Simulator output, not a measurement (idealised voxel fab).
The following process module bears the name voxel wiring stack.
It is cross-section cut that appears here, measuring 275 nm in width, its square cells being 5 nm in size.
Cross-section format: a grid of square cells, given as bands from top to bottom; each band is one or more rows of cells. Heights first: top, then bottom, in nm. Then materials, left to right, each with a width in nm. "all across" on a single material: fills the band edge to edge. "blank": empty space. Height datum 0, below which the as-received substrate wafer is one material. Lowest band open at the bottom, running downward: "0 and below". The width entry "30..40" should be interpreted row by row: the top row of cells in the band takes the first number, the bottom row takes the second number, and the change between adjacent rows is uniform throughout. Step marked "no modifications"? Then no cell in the cross-section changed in it. Enclosed voids (no open way to top), threshold 8 cells or more, entry "Cavities, sealed", notation width x height at distance, distance from left edge, nm. On each step's line, the part that comes after the settings is the simulator's own comment on the step. The optional step-line setting "overlay nm" applies to steps with a mask and quantifies how far to the right of its planned location the mask lay, a negative value indicating leftward placement.

-- These are the steps we planned for the process
1) RECEIVE [material Si]
2) CONFORMAL_DEP [material SiO2] [thk nm 15]
3) DIRECTIONAL_DEP [material TiN] [thk nm 5]
4) DIRECTIONAL_DEP [material Ru] [thk nm 20]
5) PATTERN [tone cover] [mask id METAL_1] [material resist] [width nm 30] [pitch nm 50] [thk nm 20] [overlay nm 0]
6) DIRECTIONAL_ETCH [etch materials Ru] [depth nm 20]
7) DIRECTIONAL_ETCH [etch materials TiN] [depth nm 5]
8) STRIP [etch materials resist]
9) CONFORMAL_DEP [material SiN] [thk nm 5]
10) FILL_DEP [material SiO2] [thk nm 5]
11) CMP [height nm 40]
12) CONFORMAL_DEP [material SiCN] [thk nm 5]
13) DIRECTIONAL_DEP [material SiO2] [thk nm 15]
14) MASKED_ETCH [tone open] [mask id PLUG_1] [width nm 15] [etch materials SiO2] [depth nm 15] [overlay nm 0]
15) MASKED_ETCH [tone open] [mask id PLUG_1] [width nm 15] [etch materials SiCN] [depth nm 5] [overlay nm 0]
16) EPI [material Ru] [thk nm 10]
17) EPI [material Ru] [thk nm 10]
18) DIRECTIONAL_DEP [material TiN] [thk nm 5]
19) DIRECTIONAL_DEP [material Ru] [thk nm 25]
20) MASKED_ETCH [tone cover] [mask id METAL_2] [width nm 30] [pitch nm 50] [etch materials Ru] [depth nm 25] [overlay nm 0]
21) MASKED_ETCH [tone cover] [mask id METAL_2] [width nm 30] [pitch nm 50] [etch materials TiN] [depth nm 5] [overlay nm 0]
22) FILL_DEP [material lowk] [thk nm 5]
23) CMP [height nm 90]
24) CONFORMAL_DEP [material SiCN] [thk nm 5]
25) DIRECTIONAL_DEP [material SiO2] [thk nm 20]
26) MASKED_ETCH [tone open] [mask id PLUG_2] [width nm 15] [etch materials SiO2] [depth nm 20] [overlay nm 0]
27) MASKED_ETCH [tone open] [mask id PLUG_2] [width nm 15] [etch materials SiCN] [depth nm 5] [overlay nm 0]
28) EPI [material Ru] [thk nm 10]
29) EPI [material Ru] [thk nm 10]
30) EPI [material Ru] [thk nm 5]
31) DIRECTIONAL_DEP [material TiN] [thk nm 5]
32) DIRECTIONAL_DEP [material W] [thk nm 20]
33) DIRECTIONAL_DEP [material aC] [thk nm 10]
34) PATTERN [tone cover] [mask id METAL_3] [material resist] [width nm 30] [pitch nm 50] [thk nm 30] [overlay nm 0]
35) DIRECTIONAL_ETCH [etch materials aC] [depth nm 10]
36) STRIP [etch materials resist]
37) DIRECTIONAL_ETCH [etch materials W] [depth nm 20]
38) DIRECTIONAL_ETCH [etch materials TiN] [depth nm 5]
39) STRIP [etch materials aC]
40) FILL_DEP [material lowk] [thk nm 5]
41) CMP [height nm 140]
42) CONFORMAL_DEP [material SiCN] [thk nm 5]
For clarity, it should be stated that the wafers under discussion commence in an identical condition and differ with respect to the width nm of step 14, the plan indicating the value that the first wafer had.

-- first wafer as received, after step 1
* 0 and below  Si all across
* Cavities, sealed: none

-- Take a look at the first of several wafers in cross-section: the module is done, and step 42 was its last step
* 145 down to 140  SiCN all across
* 140 down to 120  95 of lowk | 30 of W | 20 of lowk | 30 of W | 100 of lowk
* 120 down to 115  95 of lowk | 30 of TiN | 20 of lowk | 30 of TiN | 100 of lowk
* 115 down to 95  95 of SiO2 | 15 of Ru | 165 of SiO2
* 95 down to 90  95 of SiCN | 15 of Ru | 165 of SiCN
* 90 down to 65  95 of lowk | 30 of Ru | 20 of lowk | 30 of Ru | 100 of lowk
* 65 down to 60  95 of lowk | 30 of TiN | 20 of lowk | 30 of TiN | 100 of lowk
* 60 down to 45  95 of SiO2 | 15 of Ru | 165 of SiO2
* 45 down to 40  95 of SiCN | 15 of Ru | 165 of SiCN
* 40 down to 20  90 of SiO2 | 5 of SiN | 30 of Ru | 5 of SiN | 10 of SiO2 | 5 of SiN | 30 of Ru | 5 of SiN | 95 of SiO2
* 20 down to 15  95 of SiN | 30 of TiN | 20 of SiN | 30 of TiN | 100 of SiN
* 15 down to 0  SiO2 all across
* 0 and below  Si all across
* Cavities, sealed: none

-- Showing the last wafer in cross-section at the end of the module
* 145 down to 140  SiCN all across
* 140 down to 120  95 of lowk | 30 of W | 20 of lowk | 30 of W | 100 of lowk
* 120 down to 115  95 of lowk | 30 of TiN | 20 of lowk | 30 of TiN | 100 of lowk
* 115 down to 95  95 of SiO2 | 15 of Ru | 165 of SiO2
* 95 down to 90  95 of SiCN | 15 of Ru | 165 of SiCN
* 90 down to 65  95 of lowk | 30 of Ru | 20 of lowk | 30 of Ru | 100 of lowk
* 65 down to 60  95 of lowk | 30 of TiN | 20 of lowk | 30 of TiN | 100 of lowk
* 60 down to 45  90 of SiO2 | 30 of Ru | 155 of SiO2
* 45 down to 40  95 of SiCN | 15 of Ru | 165 of SiCN
* 40 down to 20  90 of SiO2 | 5 of SiN | 30 of Ru | 5 of SiN | 10 of SiO2 | 5 of SiN | 30 of Ru | 5 of SiN | 95 of SiO2
* 20 down to 15  95 of SiN | 30 of TiN | 20 of SiN | 30 of TiN | 100 of SiN
* 15 down to 0  SiO2 all across
* 0 and below  Si all across
* Cavities, sealed: none

-- The rows of the table below are wafers. Looking at the end of the module, a row counts, for every material, the cells the wafer has gained, shown as (+), or lost, shown as (-), since it was received; its closed voids come next
width nm 15; +135 Ru; +159 SiCN; +59 SiN; +685 SiO2; +36 TiN; +48 W; +473 lowk; Cavities, sealed: none
width nm 20; +138 Ru; +159 SiCN; +59 SiN; +682 SiO2; +36 TiN; +48 W; +473 lowk; Cavities, sealed: none
width nm 25; +141 Ru; +159 SiCN; +59 SiN; +679 SiO2; +36 TiN; +48 W; +473 lowk; Cavities, sealed: none
width nm 30; +144 Ru; +159 SiCN; +59 SiN; +676 SiO2; +36 TiN; +48 W; +473 lowk; Cavities, sealed: none
